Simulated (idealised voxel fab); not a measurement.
This section sets out a process module, namely voxel self aligned contacts.
Cross-section cut spans 290 nm and uses square cells 5 nm in size.
Cross-section = grid of square cells, listed top down in bands; band = one or more rows. Band: top and bottom heights (nm) first, top before bottom; then materials from left to right, widths in nm. "everywhere" marks a sole material filling the band edge to edge. "blank" denotes empty space. The level at which height equals 0 is the one under which the wafer, as it arrives, is entirely one material. No lower edge exists for the bottom band, which continues downward and is notated as in "z 0 and below". The width entry "30 to 40" should be interpreted row by row: the top row of cells in the band takes the first number, the bottom row takes the second number, and the change between adjacent rows is uniform throughout. Where a step carries "identical to before", the cross-section came out of it unchanged, cell for cell. Enclosed voids (no open way to top), threshold 8 cells or more, entry "Sealed internal voids", notation width x height at distance, distance from left edge, nm. The remark found on a step's line after its settings is issued by the simulator itself and pertains to that step. On any step carrying a mask, the "overlay nm" setting, if present on the step's line, tells how far right of its planned place the mask lay; negative values point to the left. Pairs follow: section before one process step, section after it down to the lowest changed band, step with settings underneath. Pairs may come from different runs of this module on the same starting wafer; continuity with the pair above only as stated in the "Before the process" entry.
-- Before the process
> z 60 to 55 = TiN 85 nm  blank 45 nm  TiN 30 nm  blank 45 nm  TiN 85 nm
> z 55 to 50 = SiO2 80 nm  TiN 20 nm  blank 15 nm  TiN 20 nm  SiO2 20 nm  TiN 20 nm  blank 15 nm  TiN 20 nm  SiO2 80 nm
> z 50 to 30 = SiO2 45 nm  SiN 50 nm  TiN 5 nm  blank 15 nm  TiN 5 nm  SiN 50 nm  TiN 5 nm  blank 15 nm  TiN 5 nm  SiN 50 nm  SiO2 45 nm
> z 30 to 10 = SiO2 45 nm  SiN 10 nm  polySi 30 nm  SiN 10 nm  TiN 5 nm  blank 15 nm  TiN 5 nm  SiN 10 nm  polySi 30 nm  SiN 10 nm  TiN 5 nm  blank 15 nm  TiN 5 nm  SiN 10 nm  polySi 30 nm  SiN 10 nm  SiO2 45 nm
> z 10 to 5 = SiO2 45 nm  SiN 10 nm  polySi 30 nm  SiN 10 nm  TiN 25 nm  SiN 10 nm  polySi 30 nm  SiN 10 nm  TiN 25 nm  SiN 10 nm  polySi 30 nm  SiN 10 nm  SiO2 45 nm
> z 5 to 0 = polySi everywhere
> z 0 and below = Si everywhere
> Sealed internal voids: none
-- Resulting Structure
> z 65 to 60 = W everywhere
> z 60 to 55 = TiN 85 nm  W 45 nm  TiN 30 nm  W 45 nm  TiN 85 nm
> z 55 to 50 = SiO2 80 nm  TiN 20 nm  W 15 nm  TiN 20 nm  SiO2 20 nm  TiN 20 nm  W 15 nm  TiN 20 nm  SiO2 80 nm
> z 50 to 30 = SiO2 45 nm  SiN 50 nm  TiN 5 nm  W 15 nm  TiN 5 nm  SiN 50 nm  TiN 5 nm  W 15 nm  TiN 5 nm  SiN 50 nm  SiO2 45 nm
> z 30 to 10 = SiO2 45 nm  SiN 10 nm  polySi 30 nm  SiN 10 nm  TiN 5 nm  W 15 nm  TiN 5 nm  SiN 10 nm  polySi 30 nm  SiN 10 nm  TiN 5 nm  W 15 nm  TiN 5 nm  SiN 10 nm  polySi 30 nm  SiN 10 nm  SiO2 45 nm
> below 10: unchanged
> Sealed internal voids: none
Step taken after the before cross-section and before the after cross-section above: FILL_DEP (material W; thk nm 5)
Before the process: This step starts from the configuration shown after the step in the pair immediately above.
-- Resulting Structure
> z 55 to 50 = SiO2 80 nm  TiN 20 nm  W 15 nm  TiN 20 nm  SiO2 20 nm  TiN 20 nm  W 15 nm  TiN 20 nm  SiO2 80 nm
> below 50: unchanged
> Sealed internal voids: none
Step taken after the before cross-section and before the after cross-section above: CMP (height nm 55)
Before the process: This step starts from the configuration shown after the step in the pair immediately above.
-- Resulting Structure
> z 60 to 55 = SiN everywhere
> below 55: unchanged
> Sealed internal voids: none
Step taken after the before cross-section and before the after cross-section above: CONFORMAL_DEP (material SiN; thk nm 5)
-- Before the process
> z 65 to 50 = aC everywhere
> z 50 to 30 = SiN everywhere
> z 30 to 5 = polySi everywhere
> z 5 to 0 = SiO2 everywhere
> z 0 and below = Si everywhere
> Sealed internal voids: none
-- Resulting Structure
> z 95 to 65 = resist 55 nm  blank 30 nm  resist 45 nm  blank 30 nm  resist 45 nm  blank 30 nm  resist 55 nm
> below 65: unchanged
> Sealed internal voids: none
Step taken after the before cross-section and before the after cross-section above: PATTERN (tone open; mask id GATE; material resist; width nm 30; pitch nm 75; thk nm 30; overlay nm 0)
Before the process: This step starts from the configuration shown after the step in the pair immediately above.
-- Resulting Structure
> z 80 to 65 = resist 55 nm  blank 30 nm  resist 45 nm  blank 30 nm  resist 45 nm  blank 30 nm  resist 55 nm
> z 65 to 50 = aC 55 nm  blank 30 nm  aC 45 nm  blank 30 nm  aC 45 nm  blank 30 nm  aC 55 nm
> below 50: unchanged
> Sealed internal voids: none
Step taken after the before cross-section and before the after cross-section above: DIRECTIONAL_ETCH (etch materials aC; depth nm 15)
Before the process: This step starts from the configuration shown after the step in the pair immediately above.
-- Resulting Structure
> z 65 to 50 = aC 55 nm  blank 30 nm  aC 45 nm  blank 30 nm  aC 45 nm  blank 30 nm  aC 55 nm
> below 50: unchanged
> Sealed internal voids: none
Step taken after the before cross-section and before the after cross-section above: STRIP (etch materials resist)
Before the process: This step starts from the configuration shown after the step in the pair immediately above.
-- Resulting Structure
> z 65 to 50 = aC 55 nm  blank 30 nm  aC 45 nm  blank 30 nm  aC 45 nm  blank 30 nm  aC 55 nm
> z 50 to 30 = SiN 55 nm  blank 30 nm  SiN 45 nm  blank 30 nm  SiN 45 nm  blank 30 nm  SiN 55 nm
> below 30: unchanged
> Sealed internal voids: none
Step taken after the before cross-section and before the after cross-section above: DIRECTIONAL_ETCH (etch materials SiN; depth nm 20)
Before the process: This step starts from the configuration shown after the step in the pair immediately above.
-- Resulting Structure
> z 65 to 50 = aC 55 nm  blank 30 nm  aC 45 nm  blank 30 nm  aC 45 nm  blank 30 nm  aC 55 nm
> z 50 to 30 = SiN 55 nm  blank 30 nm  SiN 45 nm  blank 30 nm  SiN 45 nm  blank 30 nm  SiN 55 nm
> z 30 to 5 = polySi 55 nm  blank 30 nm  polySi 45 nm  blank 30 nm  polySi 45 nm  blank 30 nm  polySi 55 nm
> below 5: unchanged
> Sealed internal voids: none
Step taken after the before cross-section and before the after cross-section above: DIRECTIONAL_ETCH (etch materials polySi; depth nm 25)
Before the process: This step starts from the configuration shown after the step in the pair immediately above.
-- Resulting Structure
> z 50 to 30 = SiN 55 nm  blank 30 nm  SiN 45 nm  blank 30 nm  SiN 45 nm  blank 30 nm  SiN 55 nm
> below 30: unchanged
> Sealed internal voids: none
Step taken after the before cross-section and before the after cross-section above: STRIP (etch materials aC)
Before the process: This step starts from the configuration shown after the step in the pair immediately above.
-- Resulting Structure
> z 60 to 30 = SiN 65 nm  blank 10 nm  SiN 65 nm  blank 10 nm  SiN 65 nm  blank 10 nm  SiN 65 nm
> z 30 to 15 = polySi 55 nm  SiN 10 nm  blank 10 nm  SiN 10 nm  polySi 45 nm  SiN 10 nm  blank 10 nm  SiN 10 nm  polySi 45 nm  SiN 10 nm  blank 10 nm  SiN 10 nm  polySi 55 nm
> z 15 to 5 = polySi 55 nm  SiN 30 nm  polySi 45 nm  SiN 30 nm  polySi 45 nm  SiN 30 nm  polySi 55 nm
> below 5: unchanged
> Sealed internal voids: none
Step taken after the before cross-section and before the after cross-section above: CONFORMAL_DEP (material SiN; thk nm 10)
Before the process: This step starts from the configuration shown after the step in the pair immediately above.
-- Resulting Structure
> z 50 to 30 = SiN 65 nm  blank 10 nm  SiN 65 nm  blank 10 nm  SiN 65 nm  blank 10 nm  SiN 65 nm
> z 30 to 5 = polySi 55 nm  SiN 10 nm  blank 10 nm  SiN 10 nm  polySi 45 nm  SiN 10 nm  blank 10 nm  SiN 10 nm  polySi 45 nm  SiN 10 nm  blank 10 nm  SiN 10 nm  polySi 55 nm
> below 5: unchanged
> Sealed internal voids: none
Step taken after the before cross-section and before the after cross-section above: DIRECTIONAL_ETCH (etch materials SiN; depth nm 10)
Before the process: This step starts from the configuration shown after the step in the pair immediately above.
-- Resulting Structure
> z 60 to 50 = SiO2 everywhere
> z 50 to 30 = SiN 65 nm  SiO2 10 nm  SiN 65 nm  SiO2 10 nm  SiN 65 nm  SiO2 10 nm  SiN 65 nm
> z 30 to 5 = polySi 55 nm  SiN 10 nm  SiO2 10 nm  SiN 10 nm  polySi 45 nm  SiN 10 nm  SiO2 10 nm  SiN 10 nm  polySi 45 nm  SiN 10 nm  SiO2 10 nm  SiN 10 nm  polySi 55 nm
> below 5: unchanged
> Sealed internal voids: none
Step taken after the before cross-section and before the after cross-section above: FILL_DEP (material SiO2; thk nm 10)
Before the process: This step starts from the configuration shown after the step in the pair immediately above.
-- Resulting Structure
> z 55 to 50 = SiO2 everywhere
> below 50: unchanged
> Sealed internal voids: none
Step taken after the before cross-section and before the after cross-section above: CMP (height nm 55)
Before the process: This step starts from the configuration shown after the step in the pair immediately above.
-- Resulting Structure
> z 55 to 50 = SiO2 80 nm  blank 55 nm  SiO2 20 nm  blank 55 nm  SiO2 80 nm
> below 50: unchanged
> Sealed internal voids: none
Step taken after the before cross-section and before the after cross-section above: MASKED_ETCH (tone open; mask id CONTACT; width nm 55; pitch nm 75; etch materials SiO2; depth nm 55; overlay nm 0)
Before the process: This step starts from the configuration shown after the step in the pair immediately above.
-- Resulting Structure
> z 60 to 55 = TiN 85 nm  blank 45 nm  TiN 30 nm  blank 45 nm  TiN 85 nm
> z 55 to 50 = SiO2 80 nm  TiN 55 nm  SiO2 20 nm  TiN 55 nm  SiO2 80 nm
> below 50: unchanged
> Sealed internal voids: none
Step taken after the before cross-section and before the after cross-section above: CONFORMAL_DEP (material TiN; thk nm 5)
Before the process: This step starts from the configuration shown after the step in the pair immediately above.
-- Resulting Structure
> z 65 to 60 = W everywhere
> z 60 to 55 = TiN 85 nm  W 45 nm  TiN 30 nm  W 45 nm  TiN 85 nm
> below 55: unchanged
> Sealed internal voids: none
Step taken after the before cross-section and before the after cross-section above: FILL_DEP (material W; thk nm 5)
Before the process: This step starts from the configuration shown after the step in the pair immediately above.
-- Resulting Structure
> z 55 to 50 = SiO2 80 nm  TiN 55 nm  SiO2 20 nm  TiN 55 nm  SiO2 80 nm
> below 50: unchanged
> Sealed internal voids: none
Step taken after the before cross-section and before the after cross-section above: CMP (height nm 55)
Before the process: This step starts from the configuration shown after the step in the pair immediately above.
-- Resulting Structure
> z 60 to 55 = SiN everywhere
> below 55: unchanged
> Sealed internal voids: none
Step taken after the before cross-section and before the after cross-section above: CONFORMAL_DEP (material SiN; thk nm 5)
